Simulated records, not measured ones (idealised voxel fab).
The following is a process module called voxel gate over fins.
Section cut is 250 nm wide and gridded with 5 nm square cells.
Bands, listed from the top down, are how a cross-section gets written in this document; the cross-section itself is a grid of square cells, and a band is one or more rows of them.
First you get the band's top height and its bottom height, in nm, and then the materials it's made of, left to right, with each width in nm. If you see a single material with "throughout", that one covers the band edge to edge. "empty" is empty space.
It should be noted that heights are counted from 0, beneath which the wafer as supplied is of one material throughout, and that the lowest band possesses no lower boundary but continues downward, as written in "from 0 down".
You'd read "30->40" like this: the band's top row of cells is as wide as the first number, its bottom row is as wide as the second, and going down, every row changes width by the same amount as the row before did.
Any step labelled "no alteration" changed none of the cells in the cross-section.
Heads up: "Fully sealed voids" only lists the empty pockets with no open path to the top that are 8 cells or more, and it writes them as width x height at distance, distance from the left edge, in nm.
Formally, on a step line, whatever follows the settings is a remark that the simulator itself makes on the step.
What "overlay nm" on a step's line means: if the step has a mask, that mask lay this far to the right of its planned place, or, when the value is negative, to the left.
In what follows, pairs of cross-sections are presented, each taken before and after one process step, with the after cross-section shown only down to the lowest band that was altered; the step, together with its settings, is stated below the pair. The pairs may stem from different runs of this module on the same starting wafer; accordingly, a pair should be taken as continuing from the one above it solely where its entry headed "Pre-step condition" indicates as much.

Pre-step condition:
> from 0 down  Si throughout
> Fully sealed voids: none

Resulting Cross-Section:
> from 5 to 0  SiN throughout
> Heights below 0 show no change.
> Fully sealed voids: none
the step between: CONFORMAL_DEP, material SiN, thk nm 5

Pre-step condition: The initial state for this step is given by the after cross-section of the immediately preceding pair.

Resulting Cross-Section:
> from 20 to 5  aC throughout
> Heights below 5 show no change.
> Fully sealed voids: none
the step between: DIRECTIONAL_DEP, material aC, thk nm 15

Pre-step condition: The initial state for this step is given by the after cross-section of the immediately preceding pair.

Resulting Cross-Section:
> from 50 to 20  65 nm empty | 15 nm resist | 35 nm empty | 15 nm resist | 35 nm empty | 15 nm resist | 70 nm empty
> Heights below 20 show no change.
> Fully sealed voids: none
the step between: PATTERN, tone cover, mask id FINS, material resist, width nm 15, pitch nm 50, thk nm 30, overlay nm 0

Pre-step condition: The initial state for this step is given by the after cross-section of the immediately preceding pair.

Resulting Cross-Section:
> from 35 to 20  65 nm empty | 15 nm resist | 35 nm empty | 15 nm resist | 35 nm empty | 15 nm resist | 70 nm empty
> from 20 to 5  65 nm empty | 15 nm aC | 35 nm empty | 15 nm aC | 35 nm empty | 15 nm aC | 70 nm empty
> Heights below 5 show no change.
> Fully sealed voids: none
the step between: DIRECTIONAL_ETCH, etch materials aC, depth nm 15

Pre-step condition: The initial state for this step is given by the after cross-section of the immediately preceding pair.

Resulting Cross-Section:
> from 20 to 5  65 nm empty | 15 nm aC | 35 nm empty | 15 nm aC | 35 nm empty | 15 nm aC | 70 nm empty
> Heights below 5 show no change.
> Fully sealed voids: none
the step between: STRIP, etch materials resist

Pre-step condition: The initial state for this step is given by the after cross-section of the immediately preceding pair.

Resulting Cross-Section:
> from 20 to 5  65 nm empty | 15 nm aC | 35 nm empty | 15 nm aC | 35 nm empty | 15 nm aC | 70 nm empty
> from 5 to 0  65 nm empty | 15 nm SiN | 35 nm empty | 15 nm SiN | 35 nm empty | 15 nm SiN | 70 nm empty
> Heights below 0 show no change.
> Fully sealed voids: none
the step between: DIRECTIONAL_ETCH, etch materials SiN, depth nm 5

Pre-step condition: The initial state for this step is given by the after cross-section of the immediately preceding pair.

Resulting Cross-Section:
> from 20 to 5  65 nm empty | 15 nm aC | 35 nm empty | 15 nm aC | 35 nm empty | 15 nm aC | 70 nm empty
> from 5 to 0  65 nm empty | 15 nm SiN | 35 nm empty | 15 nm SiN | 35 nm empty | 15 nm SiN | 70 nm empty
> from 0 to -40  65 nm empty | 15 nm Si | 35 nm empty | 15 nm Si | 35 nm empty | 15 nm Si | 70 nm empty
> Heights below -40 show no change.
> Fully sealed voids: none
the step between: DIRECTIONAL_ETCH, etch materials Si, depth nm 40

Pre-step condition: The initial state for this step is given by the after cross-section of the immediately preceding pair.

Resulting Cross-Section:
> from 5 to 0  65 nm empty | 15 nm SiN | 35 nm empty | 15 nm SiN | 35 nm empty | 15 nm SiN | 70 nm empty
> Heights below 0 show no change.
> Fully sealed voids: none
the step between: STRIP, etch materials aC

Pre-step condition: The initial state for this step is given by the after cross-section of the immediately preceding pair.

Resulting Cross-Section:
> from 20 to 5  SiO2 throughout
> from 5 to 0  65 nm SiO2 | 15 nm SiN | 35 nm SiO2 | 15 nm SiN | 35 nm SiO2 | 15 nm SiN | 70 nm SiO2
> from 0 to -40  65 nm SiO2 | 15 nm Si | 35 nm SiO2 | 15 nm Si | 35 nm SiO2 | 15 nm Si | 70 nm SiO2
> Heights below -40 show no change.
> Fully sealed voids: none
the step between: FILL_DEP, material SiO2, thk nm 15

Pre-step condition: The initial state for this step is given by the after cross-section of the immediately preceding pair.

Resulting Cross-Section:
> from 5 to 0  65 nm SiO2 | 15 nm SiN | 35 nm SiO2 | 15 nm SiN | 35 nm SiO2 | 15 nm SiN | 70 nm SiO2
> Heights below 0 show no change.
> Fully sealed voids: none
the step between: CMP, height nm 5

Pre-step condition: The initial state for this step is given by the after cross-section of the immediately preceding pair.

Resulting Cross-Section:
> from 15 to 5  aC throughout
> Heights below 5 show no change.
> Fully sealed voids: none
the step between: DIRECTIONAL_DEP, material aC, thk nm 10

Pre-step condition: The initial state for this step is given by the after cross-section of the immediately preceding pair.

Resulting Cross-Section:
> from 40 to 15  90 nm resist | 15 nm empty | 145 nm resist
> Heights below 15 show no change.
> Fully sealed voids: none
the step between: PATTERN, tone open, mask id RAIL, material resist, width nm 15, thk nm 25, overlay nm 0

Pre-step condition: The initial state for this step is given by the after cross-section of the immediately preceding pair.

Resulting Cross-Section:
> from 30 to 15  90 nm resist | 15 nm empty | 145 nm resist
> from 15 to 5  90 nm aC | 15 nm empty | 145 nm aC
> Heights below 5 show no change.
> Fully sealed voids: none
the step between: DIRECTIONAL_ETCH, etch materials aC, depth nm 10

Pre-step condition: The initial state for this step is given by the after cross-section of the immediately preceding pair.

Resulting Cross-Section:
> from 15 to 5  90 nm aC | 15 nm empty | 145 nm aC
> Heights below 5 show no change.
> Fully sealed voids: none
the step between: STRIP, etch materials resist

Pre-step condition: The initial state for this step is given by the after cross-section of the immediately preceding pair.

Resulting Cross-Section:
> from 15 to 5  90 nm aC | 15 nm empty | 145 nm aC
> from 5 to 0  65 nm SiO2 | 15 nm SiN | 10 nm SiO2 | 15 nm empty | 10 nm SiO2 | 15 nm SiN | 35 nm SiO2 | 15 nm SiN | 70 nm SiO2
> from 0 to -35  65 nm SiO2 | 15 nm Si | 10 nm SiO2 | 15 nm empty | 10 nm SiO2 | 15 nm Si | 35 nm SiO2 | 15 nm Si | 70 nm SiO2
> Heights below -35 show no change.
> Fully sealed voids: none
the step between: DIRECTIONAL_ETCH, etch materials SiO2, depth nm 40

Pre-step condition: The initial state for this step is given by the after cross-section of the immediately preceding pair.

Resulting Cross-Section:
> from 5 to 0  65 nm SiO2 | 15 nm SiN | 10 nm SiO2 | 15 nm empty | 10 nm SiO2 | 15 nm SiN | 35 nm SiO2 | 15 nm SiN | 70 nm SiO2
> Heights below 0 show no change.
> Fully sealed voids: none
the step between: STRIP, etch materials aC

Pre-step condition: The initial state for this step is given by the after cross-section of the immediately preceding pair.

Resulting Cross-Section:
> from 10 to 5  95 nm TiN | 5 nm empty | 150 nm TiN
> from 5 to 0  65 nm SiO2 | 15 nm SiN | 10 nm SiO2 | 5 nm TiN | 5 nm empty | 5 nm TiN | 10 nm SiO2 | 15 nm SiN | 35 nm SiO2 | 15 nm SiN | 70 nm SiO2
> from 0 to -30  65 nm SiO2 | 15 nm Si | 10 nm SiO2 | 5 nm TiN | 5 nm empty | 5 nm TiN | 10 nm SiO2 | 15 nm Si | 35 nm SiO2 | 15 nm Si | 70 nm SiO2
> from -30 to -35  65 nm SiO2 | 15 nm Si | 10 nm SiO2 | 15 nm TiN | 10 nm SiO2 | 15 nm Si | 35 nm SiO2 | 15 nm Si | 70 nm SiO2
> Heights below -35 show no change.
> Fully sealed voids: none
the step between: CONFORMAL_DEP, material TiN, thk nm 5

Pre-step condition: The initial state for this step is given by the after cross-section of the immediately preceding pair.

Resulting Cross-Section:
> from 15 to 10  Ru throughout
> from 10 to 5  95 nm TiN | 5 nm Ru | 150 nm TiN
> from 5 to 0  65 nm SiO2 | 15 nm SiN | 10 nm SiO2 | 5 nm TiN | 5 nm Ru | 5 nm TiN | 10 nm SiO2 | 15 nm SiN | 35 nm SiO2 | 15 nm SiN | 70 nm SiO2
> from 0 to -30  65 nm SiO2 | 15 nm Si | 10 nm SiO2 | 5 nm TiN | 5 nm Ru | 5 nm TiN | 10 nm SiO2 | 15 nm Si | 35 nm SiO2 | 15 nm Si | 70 nm SiO2
> Heights below -30 show no change.
> Fully sealed voids: none
the step between: FILL_DEP, material Ru, thk nm 5

Pre-step condition: The initial state for this step is given by the after cross-section of the immediately preceding pair.

Resulting Cross-Section:
> from 5 to 0  65 nm SiO2 | 15 nm SiN | 10 nm SiO2 | 5 nm TiN | 5 nm Ru | 5 nm TiN | 10 nm SiO2 | 15 nm SiN | 35 nm SiO2 | 15 nm SiN | 70 nm SiO2
> Heights below 0 show no change.
> Fully sealed voids: none
the step between: CMP, height nm 5

Pre-step condition: The initial state for this step is given by the after cross-section of the immediately preceding pair.

Resulting Cross-Section:
> from 5 to 0  65 nm SiO2 | 15 nm SiN | 10 nm SiO2 | 15 nm empty | 10 nm SiO2 | 15 nm SiN | 35 nm SiO2 | 15 nm SiN | 70 nm SiO2
> from 0 to -15  65 nm SiO2 | 15 nm Si | 10 nm SiO2 | 15 nm empty | 10 nm SiO2 | 15 nm Si | 35 nm SiO2 | 15 nm Si | 70 nm SiO2
> Heights below -15 show no change.
> Fully sealed voids: none
the step between: SELECTIVE_ETCH, etch materials W Ru TiN, depth nm 20

Pre-step condition: The initial state for this step is given by the after cross-section of the immediately preceding pair.

Resulting Cross-Section:
> from 10 to 5  SiO2 throughout
> from 5 to 0  65 nm SiO2 | 15 nm SiN | 35 nm SiO2 | 15 nm SiN | 35 nm SiO2 | 15 nm SiN | 70 nm SiO2
> from 0 to -15  65 nm SiO2 | 15 nm Si | 35 nm SiO2 | 15 nm Si | 35 nm SiO2 | 15 nm Si | 70 nm SiO2
> Heights below -15 show no change.
> Fully sealed voids: none
the step between: FILL_DEP, material SiO2, thk nm 5

Pre-step condition: The initial state for this step is given by the after cross-section of the immediately preceding pair.

Resulting Cross-Section:
> from 5 to 0  65 nm SiO2 | 15 nm SiN | 35 nm SiO2 | 15 nm SiN | 35 nm SiO2 | 15 nm SiN | 70 nm SiO2
> Heights below 0 show no change.
> Fully sealed voids: none
the step between: CMP, height nm 5

Pre-step condition: The initial state for this step is given by the after cross-section of the immediately preceding pair.

Resulting Cross-Section:
> from 5 to 0  65 nm empty | 15 nm SiN | 35 nm empty | 15 nm SiN | 35 nm empty | 15 nm SiN | 70 nm empty
> from 0 to -10  65 nm empty | 15 nm Si | 35 nm empty | 15 nm Si | 35 nm empty | 15 nm Si | 70 nm empty
> Heights below -10 show no change.
> Fully sealed voids: none
the step between: SELECTIVE_ETCH, etch materials SiO2, depth nm 15

Pre-step condition: The initial state for this step is given by the after cross-section of the immediately preceding pair.

Resulting Cross-Section:
> from 0 to -10  65 nm empty | 15 nm Si | 35 nm empty | 15 nm Si | 35 nm empty | 15 nm Si | 70 nm empty
> Heights below -10 show no change.
> Fully sealed voids: none
the step between: STRIP, etch materials SiN

Pre-step condition: The initial state for this step is given by the after cross-section of the immediately preceding pair.

Resulting Cross-Section:
> from 5 to 0  60 nm empty | 25 nm HfO2 | 25 nm empty | 25 nm HfO2 | 25 nm empty | 25 nm HfO2 | 65 nm empty
> from 0 to -5  60 nm empty | 5 nm HfO2 | 15 nm Si | 5 nm HfO2 | 25 nm empty | 5 nm HfO2 | 15 nm Si | 5 nm HfO2 | 25 nm empty | 5 nm HfO2 | 15 nm Si | 5 nm HfO2 | 65 nm empty
> from -5 to -10  65 nm HfO2 | 15 nm Si | 35 nm HfO2 | 15 nm Si | 35 nm HfO2 | 15 nm Si | 70 nm HfO2
> Heights below -10 show no change.
> Fully sealed voids: none
the step between: CONFORMAL_DEP, material HfO2, thk nm 5

Pre-step condition: The initial state for this step is given by the after cross-section of the immediately preceding pair.

Resulting Cross-Section:
> from 10 to 5  55 nm empty | 35 nm TiN | 15 nm empty | 35 nm TiN | 15 nm empty | 35 nm TiN | 60 nm empty
> from 5 to 0  55 nm empty | 5 nm TiN | 25 nm HfO2 | 5 nm TiN | 15 nm empty | 5 nm TiN | 25 nm HfO2 | 5 nm TiN | 15 nm empty | 5 nm TiN | 25 nm HfO2 | 5 nm TiN | 60 nm empty
> from 0 to -5  60 nm TiN | 5 nm HfO2 | 15 nm Si | 5 nm HfO2 | 25 nm TiN | 5 nm HfO2 | 15 nm Si | 5 nm HfO2 | 25 nm TiN | 5 nm HfO2 | 15 nm Si | 5 nm HfO2 | 65 nm TiN
> Heights below -5 show no change.
> Fully sealed voids: none
the step between: CONFORMAL_DEP, material TiN, thk nm 5

Pre-step condition: The initial state for this step is given by the after cross-section of the immediately preceding pair.

Resulting Cross-Section:
> from 25 to 10  W throughout
> from 10 to 5  55 nm W | 35 nm TiN | 15 nm W | 35 nm TiN | 15 nm W | 35 nm TiN | 60 nm W
> from 5 to 0  55 nm W | 5 nm TiN | 25 nm HfO2 | 5 nm TiN | 15 nm W | 5 nm TiN | 25 nm HfO2 | 5 nm TiN | 15 nm W | 5 nm TiN | 25 nm HfO2 | 5 nm TiN | 60 nm W
> Heights below 0 show no change.
> Fully sealed voids: none
the step between: FILL_DEP, material W, thk nm 15

Pre-step condition: The initial state for this step is given by the after cross-section of the immediately preceding pair.

Resulting Cross-Section:
> from 20 to 10  W throughout
> Heights below 10 show no change.
> Fully sealed voids: none
the step between: CMP, height nm 20

Pre-step condition: The initial state for this step is given by the after cross-section of the immediately preceding pair.

Resulting Cross-Section:
> from 25 to 20  SiN throughout
> Heights below 20 show no change.
> Fully sealed voids: none
the step between: CONFORMAL_DEP, material SiN, thk nm 5

Pre-step condition:
> from 20 to 5  SiO2 throughout
> from 5 to 0  65 nm SiO2 | 15 nm SiN | 35 nm SiO2 | 15 nm SiN | 35 nm SiO2 | 15 nm SiN | 70 nm SiO2
> from 0 to -40  65 nm SiO2 | 15 nm Si | 35 nm SiO2 | 15 nm Si | 35 nm SiO2 | 15 nm Si | 70 nm SiO2
> from -40 down  Si throughout
> Fully sealed voids: none

Resulting Cross-Section:
> from 30 to 20  aC throughout
> Heights below 20 show no change.
> Fully sealed voids: none
the step between: DIRECTIONAL_DEP, material aC, thk nm 10

Pre-step condition: The initial state for this step is given by the after cross-section of the immediately preceding pair.

Resulting Cross-Section:
> from 55 to 30  90 nm resist | 15 nm empty | 145 nm resist
> Heights below 30 show no change.
> Fully sealed voids: none
the step between: PATTERN, tone open, mask id RAIL, material resist, width nm 15, thk nm 25, overlay nm 0

Pre-step condition: The initial state for this step is given by the after cross-section of the immediately preceding pair.

Resulting Cross-Section:
> from 45 to 30  90 nm resist | 15 nm empty | 145 nm resist
> from 30 to 20  90 nm aC | 15 nm empty | 145 nm aC
> Heights below 20 show no change.
> Fully sealed voids: none
the step between: DIRECTIONAL_ETCH, etch materials aC, depth nm 10

Pre-step condition: The initial state for this step is given by the after cross-section of the immediately preceding pair.

Resulting Cross-Section:
> from 30 to 20  90 nm aC | 15 nm empty | 145 nm aC
> Heights below 20 show no change.
> Fully sealed voids: none
the step between: STRIP, etch materials resist

Pre-step condition: The initial state for this step is given by the after cross-section of the immediately preceding pair.

Resulting Cross-Section:
> from 30 to 20  90 nm aC | 15 nm empty | 145 nm aC
> from 20 to 5  90 nm SiO2 | 15 nm empty | 145 nm SiO2
> from 5 to 0  65 nm SiO2 | 15 nm SiN | 10 nm SiO2 | 15 nm empty | 10 nm SiO2 | 15 nm SiN | 35 nm SiO2 | 15 nm SiN | 70 nm SiO2
> from 0 to -20  65 nm SiO2 | 15 nm Si | 10 nm SiO2 | 15 nm empty | 10 nm SiO2 | 15 nm Si | 35 nm SiO2 | 15 nm Si | 70 nm SiO2
> Heights below -20 show no change.
> Fully sealed voids: none
the step between: DIRECTIONAL_ETCH, etch materials SiO2, depth nm 40

Pre-step condition: The initial state for this step is given by the after cross-section of the immediately preceding pair.

Resulting Cross-Section:
> from 20 to 5  90 nm SiO2 | 15 nm empty | 145 nm SiO2
> Heights below 5 show no change.
> Fully sealed voids: none
the step between: STRIP, etch materials aC

Pre-step condition: The initial state for this step is given by the after cross-section of the immediately preceding pair.

Resulting Cross-Section:
> from 25 to 20  95 nm TiN | 5 nm empty | 150 nm TiN
> from 20 to 5  90 nm SiO2 | 5 nm TiN | 5 nm empty | 5 nm TiN | 145 nm SiO2
> from 5 to 0  65 nm SiO2 | 15 nm SiN | 10 nm SiO2 | 5 nm TiN | 5 nm empty | 5 nm TiN | 10 nm SiO2 | 15 nm SiN | 35 nm SiO2 | 15 nm SiN | 70 nm SiO2
> from 0 to -15  65 nm SiO2 | 15 nm Si | 10 nm SiO2 | 5 nm TiN | 5 nm empty | 5 nm TiN | 10 nm SiO2 | 15 nm Si | 35 nm SiO2 | 15 nm Si | 70 nm SiO2
> from -15 to -20  65 nm SiO2 | 15 nm Si | 10 nm SiO2 | 15 nm TiN | 10 nm SiO2 | 15 nm Si | 35 nm SiO2 | 15 nm Si | 70 nm SiO2
> Heights below -20 show no change.
> Fully sealed voids: none
the step between: CONFORMAL_DEP, material TiN, thk nm 5

Pre-step condition: The initial state for this step is given by the after cross-section of the immediately preceding pair.

Resulting Cross-Section:
> from 30 to 25  Ru throughout
> from 25 to 20  95 nm TiN | 5 nm Ru | 150 nm TiN
> from 20 to 5  90 nm SiO2 | 5 nm TiN | 5 nm Ru | 5 nm TiN | 145 nm SiO2
> from 5 to 0  65 nm SiO2 | 15 nm SiN | 10 nm SiO2 | 5 nm TiN | 5 nm Ru | 5 nm TiN | 10 nm SiO2 | 15 nm SiN | 35 nm SiO2 | 15 nm SiN | 70 nm SiO2
> from 0 to -15  65 nm SiO2 | 15 nm Si | 10 nm SiO2 | 5 nm TiN | 5 nm Ru | 5 nm TiN | 10 nm SiO2 | 15 nm Si | 35 nm SiO2 | 15 nm Si | 70 nm SiO2
> Heights below -15 show no change.
> Fully sealed voids: none
the step between: FILL_DEP, material Ru, thk nm 5

Pre-step condition: The initial state for this step is given by the after cross-section of the immediately preceding pair.

Resulting Cross-Section:
> from 5 to 0  65 nm SiO2 | 15 nm SiN | 10 nm SiO2 | 5 nm TiN | 5 nm Ru | 5 nm TiN | 10 nm SiO2 | 15 nm SiN | 35 nm SiO2 | 15 nm SiN | 70 nm SiO2
> Heights below 0 show no change.
> Fully sealed voids: none
the step between: CMP, height nm 5

Pre-step condition: The initial state for this step is given by the after cross-section of the immediately preceding pair.

Resulting Cross-Section:
> from 5 to 0  65 nm SiO2 | 15 nm SiN | 10 nm SiO2 | 15 nm empty | 10 nm SiO2 | 15 nm SiN | 35 nm SiO2 | 15 nm SiN | 70 nm SiO2
> from 0 to -15  65 nm SiO2 | 15 nm Si | 10 nm SiO2 | 15 nm empty | 10 nm SiO2 | 15 nm Si | 35 nm SiO2 | 15 nm Si | 70 nm SiO2
> Heights below -15 show no change.
> Fully sealed voids: none
the step between: SELECTIVE_ETCH, etch materials W Ru TiN, depth nm 20

Pre-step condition: The initial state for this step is given by the after cross-section of the immediately preceding pair.

Resulting Cross-Section:
> from 10 to 5  SiO2 throughout
> from 5 to 0  65 nm SiO2 | 15 nm SiN | 35 nm SiO2 | 15 nm SiN | 35 nm SiO2 | 15 nm SiN | 70 nm SiO2
> from 0 to -15  65 nm SiO2 | 15 nm Si | 35 nm SiO2 | 15 nm Si | 35 nm SiO2 | 15 nm Si | 70 nm SiO2
> Heights below -15 show no change.
> Fully sealed voids: none
the step between: FILL_DEP, material SiO2, thk nm 5

Pre-step condition: The initial state for this step is given by the after cross-section of the immediately preceding pair.

Resulting Cross-Section:
> from 5 to 0  65 nm SiO2 | 15 nm SiN | 35 nm SiO2 | 15 nm SiN | 35 nm SiO2 | 15 nm SiN | 70 nm SiO2
> Heights below 0 show no change.
> Fully sealed voids: none
the step between: CMP, height nm 5

Pre-step condition: The initial state for this step is given by the after cross-section of the immediately preceding pair.

Resulting Cross-Section:
> from 5 to 0  65 nm empty | 15 nm SiN | 35 nm empty | 15 nm SiN | 35 nm empty | 15 nm SiN | 70 nm empty
> from 0 to -10  65 nm empty | 15 nm Si | 35 nm empty | 15 nm Si | 35 nm empty | 15 nm Si | 70 nm empty
> Heights below -10 show no change.
> Fully sealed voids: none
the step between: SELECTIVE_ETCH, etch materials SiO2, depth nm 15

Pre-step condition: The initial state for this step is given by the after cross-section of the immediately preceding pair.

Resulting Cross-Section:
> from 0 to -10  65 nm empty | 15 nm Si | 35 nm empty | 15 nm Si | 35 nm empty | 15 nm Si | 70 nm empty
> Heights below -10 show no change.
> Fully sealed voids: none
the step between: STRIP, etch materials SiN

Pre-step condition: The initial state for this step is given by the after cross-section of the immediately preceding pair.

Resulting Cross-Section:
> from 5 to 0  60 nm empty | 25 nm HfO2 | 25 nm empty | 25 nm HfO2 | 25 nm empty | 25 nm HfO2 | 65 nm empty
> from 0 to -5  60 nm empty | 5 nm HfO2 | 15 nm Si | 5 nm HfO2 | 25 nm empty | 5 nm HfO2 | 15 nm Si | 5 nm HfO2 | 25 nm empty | 5 nm HfO2 | 15 nm Si | 5 nm HfO2 | 65 nm empty
> from -5 to -10  65 nm HfO2 | 15 nm Si | 35 nm HfO2 | 15 nm Si | 35 nm HfO2 | 15 nm Si | 70 nm HfO2
> Heights below -10 show no change.
> Fully sealed voids: none
the step between: CONFORMAL_DEP, material HfO2, thk nm 5

Pre-step condition: The initial state for this step is given by the after cross-section of the immediately preceding pair.

Resulting Cross-Section:
> from 10 to 5  55 nm empty | 35 nm TiN | 15 nm empty | 35 nm TiN | 15 nm empty | 35 nm TiN | 60 nm empty
> from 5 to 0  55 nm empty | 5 nm TiN | 25 nm HfO2 | 5 nm TiN | 15 nm empty | 5 nm TiN | 25 nm HfO2 | 5 nm TiN | 15 nm empty | 5 nm TiN | 25 nm HfO2 | 5 nm TiN | 60 nm empty
> from 0 to -5  60 nm TiN | 5 nm HfO2 | 15 nm Si | 5 nm HfO2 | 25 nm TiN | 5 nm HfO2 | 15 nm Si | 5 nm HfO2 | 25 nm TiN | 5 nm HfO2 | 15 nm Si | 5 nm HfO2 | 65 nm TiN
> Heights below -5 show no change.
> Fully sealed voids: none
the step between: CONFORMAL_DEP, material TiN, thk nm 5

Pre-step condition: The initial state for this step is given by the after cross-section of the immediately preceding pair.

Resulting Cross-Section:
> from 25 to 10  W throughout
> from 10 to 5  55 nm W | 35 nm TiN | 15 nm W | 35 nm TiN | 15 nm W | 35 nm TiN | 60 nm W
> from 5 to 0  55 nm W | 5 nm TiN | 25 nm HfO2 | 5 nm TiN | 15 nm W | 5 nm TiN | 25 nm HfO2 | 5 nm TiN | 15 nm W | 5 nm TiN | 25 nm HfO2 | 5 nm TiN | 60 nm W
> Heights below 0 show no change.
> Fully sealed voids: none
the step between: FILL_DEP, material W, thk nm 15

Pre-step condition: The initial state for this step is given by the after cross-section of the immediately preceding pair.

Resulting Cross-Section:
> from 20 to 10  W throughout
> Heights below 10 show no change.
> Fully sealed voids: none
the step between: CMP, height nm 20

Pre-step condition: The initial state for this step is given by the after cross-section of the immediately preceding pair.

Resulting Cross-Section:
> from 25 to 20  SiN throughout
> Heights below 20 show no change.
> Fully sealed voids: none
the step between: CONFORMAL_DEP, material SiN, thk nm 5

Pre-step condition:
> from 20 to 5  65 nm empty | 15 nm aC | 35 nm empty | 15 nm aC | 35 nm empty | 15 nm aC | 70 nm empty
> from 5 to 0  65 nm empty | 15 nm SiN | 35 nm empty | 15 nm SiN | 35 nm empty | 15 nm SiN | 70 nm empty
> from 0 to -40  65 nm empty | 15 nm Si | 35 nm empty | 15 nm Si | 35 nm empty | 15 nm Si | 70 nm empty
> from -40 down  Si throughout
> Fully sealed voids: none

Resulting Cross-Section:
> from 20 to 5  65 nm empty | 15 nm aC | 35 nm empty | 15 nm aC | 35 nm empty | 15 nm aC | 70 nm empty
> from 5 to 0  65 nm empty | 15 nm SiN | 35 nm empty | 15 nm SiN | 35 nm empty | 15 nm SiN | 70 nm empty
> from 0 to -80  65 nm empty | 15 nm Si | 35 nm empty | 15 nm Si | 35 nm empty | 15 nm Si | 70 nm empty
> Heights below -80 show no change.
> Fully sealed voids: none
the step between: DIRECTIONAL_ETCH, etch materials Si, depth nm 40

Pre-step condition: The initial state for this step is given by the after cross-section of the immediately preceding pair.

Resulting Cross-Section:
> from 5 to 0  65 nm empty | 15 nm SiN | 35 nm empty | 15 nm SiN | 35 nm empty | 15 nm SiN | 70 nm empty
> Heights below 0 show no change.
> Fully sealed voids: none
the step between: STRIP, etch materials aC

Pre-step condition: The initial state for this step is given by the after cross-section of the immediately preceding pair.

Resulting Cross-Section:
> from 20 to 5  SiO2 throughout
> from 5 to 0  65 nm SiO2 | 15 nm SiN | 35 nm SiO2 | 15 nm SiN | 35 nm SiO2 | 15 nm SiN | 70 nm SiO2
> from 0 to -80  65 nm SiO2 | 15 nm Si | 35 nm SiO2 | 15 nm Si | 35 nm SiO2 | 15 nm Si | 70 nm SiO2
> Heights below -80 show no change.
> Fully sealed voids: none
the step between: FILL_DEP, material SiO2, thk nm 15

Pre-step condition: The initial state for this step is given by the after cross-section of the immediately preceding pair.

Resulting Cross-Section:
> from 5 to 0  65 nm SiO2 | 15 nm SiN | 35 nm SiO2 | 15 nm SiN | 35 nm SiO2 | 15 nm SiN | 70 nm SiO2
> Heights below 0 show no change.
> Fully sealed voids: none
the step between: CMP, height nm 5

Pre-step condition: The initial state for this step is given by the after cross-section of the immediately preceding pair.

Resulting Cross-Section:
> from 15 to 5  aC throughout
> Heights below 5 show no change.
> Fully sealed voids: none
the step between: DIRECTIONAL_DEP, material aC, thk nm 10

Pre-step condition: The initial state for this step is given by the after cross-section of the immediately preceding pair.

Resulting Cross-Section:
> from 40 to 15  90 nm resist | 15 nm empty | 145 nm resist
> Heights below 15 show no change.
> Fully sealed voids: none
the step between: PATTERN, tone open, mask id RAIL, material resist, width nm 15, thk nm 25, overlay nm 0

Pre-step condition: The initial state for this step is given by the after cross-section of the immediately preceding pair.

Resulting Cross-Section:
> from 30 to 15  90 nm resist | 15 nm empty | 145 nm resist
> from 15 to 5  90 nm aC | 15 nm empty | 145 nm aC
> Heights below 5 show no change.
> Fully sealed voids: none
the step between: DIRECTIONAL_ETCH, etch materials aC, depth nm 10

Pre-step condition: The initial state for this step is given by the after cross-section of the immediately preceding pair.

Resulting Cross-Section:
> from 15 to 5  90 nm aC | 15 nm empty | 145 nm aC
> Heights below 5 show no change.
> Fully sealed voids: none
the step between: STRIP, etch materials resist

Pre-step condition: The initial state for this step is given by the after cross-section of the immediately preceding pair.

Resulting Cross-Section:
> from 15 to 5  90 nm aC | 15 nm empty | 145 nm aC
> from 5 to 0  65 nm SiO2 | 15 nm SiN | 10 nm SiO2 | 15 nm empty | 10 nm SiO2 | 15 nm SiN | 35 nm SiO2 | 15 nm SiN | 70 nm SiO2
> from 0 to -35  65 nm SiO2 | 15 nm Si | 10 nm SiO2 | 15 nm empty | 10 nm SiO2 | 15 nm Si | 35 nm SiO2 | 15 nm Si | 70 nm SiO2
> Heights below -35 show no change.
> Fully sealed voids: none
the step between: DIRECTIONAL_ETCH, etch materials SiO2, depth nm 40

Pre-step condition: The initial state for this step is given by the after cross-section of the immediately preceding pair.

Resulting Cross-Section:
> from 5 to 0  65 nm SiO2 | 15 nm SiN | 10 nm SiO2 | 15 nm empty | 10 nm SiO2 | 15 nm SiN | 35 nm SiO2 | 15 nm SiN | 70 nm SiO2
> Heights below 0 show no change.
> Fully sealed voids: none
the step between: STRIP, etch materials aC

Pre-step condition: The initial state for this step is given by the after cross-section of the immediately preceding pair.

Resulting Cross-Section:
> from 10 to 5  95 nm TiN | 5 nm empty | 150 nm TiN
> from 5 to 0  65 nm SiO2 | 15 nm SiN | 10 nm SiO2 | 5 nm TiN | 5 nm empty | 5 nm TiN | 10 nm SiO2 | 15 nm SiN | 35 nm SiO2 | 15 nm SiN | 70 nm SiO2
> from 0 to -30  65 nm SiO2 | 15 nm Si | 10 nm SiO2 | 5 nm TiN | 5 nm empty | 5 nm TiN | 10 nm SiO2 | 15 nm Si | 35 nm SiO2 | 15 nm Si | 70 nm SiO2
> from -30 to -35  65 nm SiO2 | 15 nm Si | 10 nm SiO2 | 15 nm TiN | 10 nm SiO2 | 15 nm Si | 35 nm SiO2 | 15 nm Si | 70 nm SiO2
> Heights below -35 show no change.
> Fully sealed voids: none
the step between: CONFORMAL_DEP, material TiN, thk nm 5

Pre-step condition: The initial state for this step is given by the after cross-section of the immediately preceding pair.

Resulting Cross-Section:
> from 15 to 10  Ru throughout
> from 10 to 5  95 nm TiN | 5 nm Ru | 150 nm TiN
> from 5 to 0  65 nm SiO2 | 15 nm SiN | 10 nm SiO2 | 5 nm TiN | 5 nm Ru | 5 nm TiN | 10 nm SiO2 | 15 nm SiN | 35 nm SiO2 | 15 nm SiN | 70 nm SiO2
> from 0 to -30  65 nm SiO2 | 15 nm Si | 10 nm SiO2 | 5 nm TiN | 5 nm Ru | 5 nm TiN | 10 nm SiO2 | 15 nm Si | 35 nm SiO2 | 15 nm Si | 70 nm SiO2
> Heights below -30 show no change.
> Fully sealed voids: none
the step between: FILL_DEP, material Ru, thk nm 5

Pre-step condition: The initial state for this step is given by the after cross-section of the immediately preceding pair.

Resulting Cross-Section:
> from 5 to 0  65 nm SiO2 | 15 nm SiN | 10 nm SiO2 | 5 nm TiN | 5 nm Ru | 5 nm TiN | 10 nm SiO2 | 15 nm SiN | 35 nm SiO2 | 15 nm SiN | 70 nm SiO2
> Heights below 0 show no change.
> Fully sealed voids: none
the step between: CMP, height nm 5
